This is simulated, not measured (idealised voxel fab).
process module | voxel trench capacitor
cross-section cut | 295 nm wide | cells 5 nm
A cross-section is a grid of square cells, given in bands from the top down. A band is one or more rows of cells.
Each band's line starts with the height of the band's top and of its bottom, in nm. Then come its materials from left to right, each with its width in nm. One material with "throughout" fills the band from edge to edge. "air" is empty space.
Height 0 is the level under which the wafer as received is all one material. The lowest band goes on downwards, as in "0 down".
A width such as "30 to 40" changes by the same amount from each row of cells to the next, from the band's top row to its bottom row.
"no change" after a step means that no cell of the cross-section changed.
closed voids: empty space of 8 cells or more with no open way to the top, each as width x height at its distance from the left edge, in nm
after a step's settings: what the simulator itself notes on the step
overlay nm, on a step with a mask: how far to the right of its planned place the mask lay; to the left if negative
plan
1 op RECEIVE | material Si
2 op CONFORMAL_DEP | material SiN | thk nm 5
3 op DIRECTIONAL_DEP | material aC | thk nm 10
4 op PATTERN | tone open | mask id TRENCH | material resist | width nm 20 | pitch nm 50 | thk nm 30 | overlay nm 0
5 op DIRECTIONAL_ETCH | etch materials aC | depth nm 10
6 op STRIP | etch materials resist
7 op DIRECTIONAL_ETCH | etch materials SiN | depth nm 5
8 op DIRECTIONAL_ETCH | etch materials Si | depth nm 35
9 op STRIP | etch materials aC
10 op CONFORMAL_DEP | material SiO2 | thk nm 5
11 op FILL_DEP | material polySi | thk nm 10
12 op CMP | height nm 5
first wafer, as planned
as received, after step 1
  0 down: Si throughout
  closed voids: none
after step 2
  5 to 0: SiN throughout
  below 0: unchanged
after step 3
  15 to 5: aC throughout
  below 5: unchanged
after step 4
  45 to 15: resist 60 | air 20 | resist 30 | air 20 | resist 30 | air 20 | resist 30 | air 20 | resist 65
  below 15: unchanged
after step 5
  35 to 15: resist 60 | air 20 | resist 30 | air 20 | resist 30 | air 20 | resist 30 | air 20 | resist 65
  15 to 5: aC 60 | air 20 | aC 30 | air 20 | aC 30 | air 20 | aC 30 | air 20 | aC 65
  below 5: unchanged
after step 6
  15 to 5: aC 60 | air 20 | aC 30 | air 20 | aC 30 | air 20 | aC 30 | air 20 | aC 65
  below 5: unchanged
after step 7
  15 to 5: aC 60 | air 20 | aC 30 | air 20 | aC 30 | air 20 | aC 30 | air 20 | aC 65
  5 to 0: SiN 60 | air 20 | SiN 30 | air 20 | SiN 30 | air 20 | SiN 30 | air 20 | SiN 65
  below 0: unchanged
after step 8
  15 to 5: aC 60 | air 20 | aC 30 | air 20 | aC 30 | air 20 | aC 30 | air 20 | aC 65
  5 to 0: SiN 60 | air 20 | SiN 30 | air 20 | SiN 30 | air 20 | SiN 30 | air 20 | SiN 65
  0 to -35: Si 60 | air 20 | Si 30 | air 20 | Si 30 | air 20 | Si 30 | air 20 | Si 65
  below -35: unchanged
after step 9
  5 to 0: SiN 60 | air 20 | SiN 30 | air 20 | SiN 30 | air 20 | SiN 30 | air 20 | SiN 65
  below 0: unchanged
after step 10
  10 to 5: SiO2 65 | air 10 | SiO2 40 | air 10 | SiO2 40 | air 10 | SiO2 40 | air 10 | SiO2 70
  5 to 0: SiN 60 | SiO2 5 | air 10 | SiO2 5 | SiN 30 | SiO2 5 | air 10 | SiO2 5 | SiN 30 | SiO2 5 | air 10 | SiO2 5 | SiN 30 | SiO2 5 | air 10 | SiO2 5 | SiN 65
  0 to -30: Si 60 | SiO2 5 | air 10 | SiO2 5 | Si 30 | SiO2 5 | air 10 | SiO2 5 | Si 30 | SiO2 5 | air 10 | SiO2 5 | Si 30 | SiO2 5 | air 10 | SiO2 5 | Si 65
  -30 to -35: Si 60 | SiO2 20 | Si 30 | SiO2 20 | Si 30 | SiO2 20 | Si 30 | SiO2 20 | Si 65
  below -35: unchanged
after step 11
  20 to 10: polySi throughout
  10 to 5: SiO2 65 | polySi 10 | SiO2 40 | polySi 10 | SiO2 40 | polySi 10 | SiO2 40 | polySi 10 | SiO2 70
  5 to 0: SiN 60 | SiO2 5 | polySi 10 | SiO2 5 | SiN 30 | SiO2 5 | polySi 10 | SiO2 5 | SiN 30 | SiO2 5 | polySi 10 | SiO2 5 | SiN 30 | SiO2 5 | polySi 10 | SiO2 5 | SiN 65
  0 to -30: Si 60 | SiO2 5 | polySi 10 | SiO2 5 | Si 30 | SiO2 5 | polySi 10 | SiO2 5 | Si 30 | SiO2 5 | polySi 10 | SiO2 5 | Si 30 | SiO2 5 | polySi 10 | SiO2 5 | Si 65
  below -30: unchanged
after step 12
  5 to 0: SiN 60 | SiO2 5 | polySi 10 | SiO2 5 | SiN 30 | SiO2 5 | polySi 10 | SiO2 5 | SiN 30 | SiO2 5 | polySi 10 | SiO2 5 | SiN 30 | SiO2 5 | polySi 10 | SiO2 5 | SiN 65
  below 0: unchanged
second wafer: like start, like plan, one mistake. Through step 3 it matches the first wafer
when step 4 should have ended
  45 to 15: resist 55 | air 30 | resist 20 | air 30 | resist 20 | air 30 | resist 20 | air 30 | resist 60
  below 15: unchanged
when step 5 should have ended
  35 to 15: resist 55 | air 30 | resist 20 | air 30 | resist 20 | air 30 | resist 20 | air 30 | resist 60
  15 to 5: aC 55 | air 30 | aC 20 | air 30 | aC 20 | air 30 | aC 20 | air 30 | aC 60
  below 5: unchanged
when step 6 should have ended
  15 to 5: aC 55 | air 30 | aC 20 | air 30 | aC 20 | air 30 | aC 20 | air 30 | aC 60
  below 5: unchanged
when step 7 should have ended
  15 to 5: aC 55 | air 30 | aC 20 | air 30 | aC 20 | air 30 | aC 20 | air 30 | aC 60
  5 to 0: SiN 55 | air 30 | SiN 20 | air 30 | SiN 20 | air 30 | SiN 20 | air 30 | SiN 60
  below 0: unchanged
when step 8 should have ended
  15 to 5: aC 55 | air 30 | aC 20 | air 30 | aC 20 | air 30 | aC 20 | air 30 | aC 60
  5 to 0: SiN 55 | air 30 | SiN 20 | air 30 | SiN 20 | air 30 | SiN 20 | air 30 | SiN 60
  0 to -35: Si 55 | air 30 | Si 20 | air 30 | Si 20 | air 30 | Si 20 | air 30 | Si 60
  below -35: unchanged
when step 9 should have ended
  5 to 0: SiN 55 | air 30 | SiN 20 | air 30 | SiN 20 | air 30 | SiN 20 | air 30 | SiN 60
  below 0: unchanged
when step 10 should have ended
  10 to 5: SiO2 60 | air 20 | SiO2 30 | air 20 | SiO2 30 | air 20 | SiO2 30 | air 20 | SiO2 65
  5 to 0: SiN 55 | SiO2 5 | air 20 | SiO2 5 | SiN 20 | SiO2 5 | air 20 | SiO2 5 | SiN 20 | SiO2 5 | air 20 | SiO2 5 | SiN 20 | SiO2 5 | air 20 | SiO2 5 | SiN 60
  0 to -30: Si 55 | SiO2 5 | air 20 | SiO2 5 | Si 20 | SiO2 5 | air 20 | SiO2 5 | Si 20 | SiO2 5 | air 20 | SiO2 5 | Si 20 | SiO2 5 | air 20 | SiO2 5 | Si 60
  -30 to -35: Si 55 | SiO2 30 | Si 20 | SiO2 30 | Si 20 | SiO2 30 | Si 20 | SiO2 30 | Si 60
  below -35: unchanged
when step 11 should have ended
  20 to 10: polySi throughout
  10 to 5: SiO2 60 | polySi 20 | SiO2 30 | polySi 20 | SiO2 30 | polySi 20 | SiO2 30 | polySi 20 | SiO2 65
  5 to 0: SiN 55 | SiO2 5 | polySi 20 | SiO2 5 | SiN 20 | SiO2 5 | polySi 20 | SiO2 5 | SiN 20 | SiO2 5 | polySi 20 | SiO2 5 | SiN 20 | SiO2 5 | polySi 20 | SiO2 5 | SiN 60
  0 to -30: Si 55 | SiO2 5 | polySi 20 | SiO2 5 | Si 20 | SiO2 5 | polySi 20 | SiO2 5 | Si 20 | SiO2 5 | polySi 20 | SiO2 5 | Si 20 | SiO2 5 | polySi 20 | SiO2 5 | Si 60
  below -30: unchanged
when step 12 should have ended
  5 to 0: SiN 55 | SiO2 5 | polySi 20 | SiO2 5 | SiN 20 | SiO2 5 | polySi 20 | SiO2 5 | SiN 20 | SiO2 5 | polySi 20 | SiO2 5 | SiN 20 | SiO2 5 | polySi 20 | SiO2 5 | SiN 60
  below 0: unchanged
what went wrong: step 4 ran as: op PATTERN | tone open | mask id TRENCH | material resist | width nm 30 | pitch nm 50 | thk nm 30 | overlay nm 0
at the end the second wafer has, in cells: 56 fewer of Si | 8 fewer of SiN | 8 more of SiO2 | 56 more of polySi
